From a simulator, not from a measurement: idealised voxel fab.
Process module in this document: voxel trench capacitor
Pictured: cross-section cut, 140 nm wide, on a grid of 5 nm square cells.
Heads up, the way a cross-section reads in here is a grid of square cells, handed over as bands from the top down, with every band being one or more rows of cells.
Per band: top height and bottom height in nm, followed by the left-to-right materials and their widths in nm; "edge to edge" marks a single material spanning edge to edge, "blank" marks empty space.
Measure heights from 0. That's the level where, below it, the as-received wafer is all one material. The lowest band is bottomless and extends downward; write it as in "0 and below".
Width: "30->40" (first number = top row, second number = bottom row, same change from row to row of cells).
You'll sometimes find "changes: none" written for a step, and that's the way of saying that nowhere in the cross-section did a cell change during that step.
"Closed void catalog" - sealed voids, min. 8 cells, no opening to top; format: width x height at distance (distance from left edge; nm throughout).
Anything after a step's settings on that line? It's the simulator's own note about the step.
overlay nm: step with mask; distance mask lay right of planned place; negative value = left of planned place.
# The steps planned for the process are as follows
- 1: RECEIVE (material Si)
- 2: CONFORMAL_DEP (material SiN; thk nm 10)
- 3: DIRECTIONAL_DEP (material aC; thk nm 10)
- 4: PATTERN (tone open; mask id TRENCH; material resist; width nm 15; pitch nm 35; thk nm 25; overlay nm 0)
- 5: DIRECTIONAL_ETCH (etch materials aC; depth nm 10)
- 6: STRIP (etch materials resist)
- 7: DIRECTIONAL_ETCH (etch materials SiN; depth nm 10)
- 8: DIRECTIONAL_ETCH (etch materials Si; depth nm 25)
- 9: STRIP (etch materials aC)
- 10: CONFORMAL_DEP (material SiO2; thk nm 5)
- 11: FILL_DEP (material polySi; thk nm 10)
- 12: CMP (height nm 10)
# Shown in cross-section is the wafer as received, that is, as it stands after step 1
	0 and below  Si edge to edge
	Closed void catalog: none
# First wafer of two, sectioned at end of module; run went per plan
	10 down to 0  SiN (25); SiO2 (5); polySi (5); SiO2 (5); SiN (20); SiO2 (5); polySi (5); SiO2 (5); SiN (20); SiO2 (5); polySi (5); SiO2 (5); SiN (30)
	0 down to -20  Si (25); SiO2 (5); polySi (5); SiO2 (5); Si (20); SiO2 (5); polySi (5); SiO2 (5); Si (20); SiO2 (5); polySi (5); SiO2 (5); Si (30)
	-20 down to -25  Si (25); SiO2 (15); Si (20); SiO2 (15); Si (20); SiO2 (15); Si (30)
	-25 and below  Si edge to edge
	Closed void catalog: none
# Cross-section, second wafer: same start as the first, same plan as the first, one mistake in running it; taken at the end of the module
	25 down to 15  polySi edge to edge
	15 down to 10  SiO2 (30); polySi (5); SiO2 (30); polySi (5); SiO2 (30); polySi (5); SiO2 (35)
	10 down to 0  SiN (25); SiO2 (5); polySi (5); SiO2 (5); SiN (20); SiO2 (5); polySi (5); SiO2 (5); SiN (20); SiO2 (5); polySi (5); SiO2 (5); SiN (30)
	0 down to -20  Si (25); SiO2 (5); polySi (5); SiO2 (5); Si (20); SiO2 (5); polySi (5); SiO2 (5); Si (20); SiO2 (5); polySi (5); SiO2 (5); Si (30)
	-20 down to -25  Si (25); SiO2 (15); Si (20); SiO2 (15); Si (20); SiO2 (15); Si (30)
	-25 and below  Si edge to edge
	Closed void catalog: none
The mistake made against the process plan was this: step 12 in the plan did not get run; it was skipped
End of process, cell counts, second wafer against first, materials with more or fewer: SiO2: 25 more, polySi: 59 more
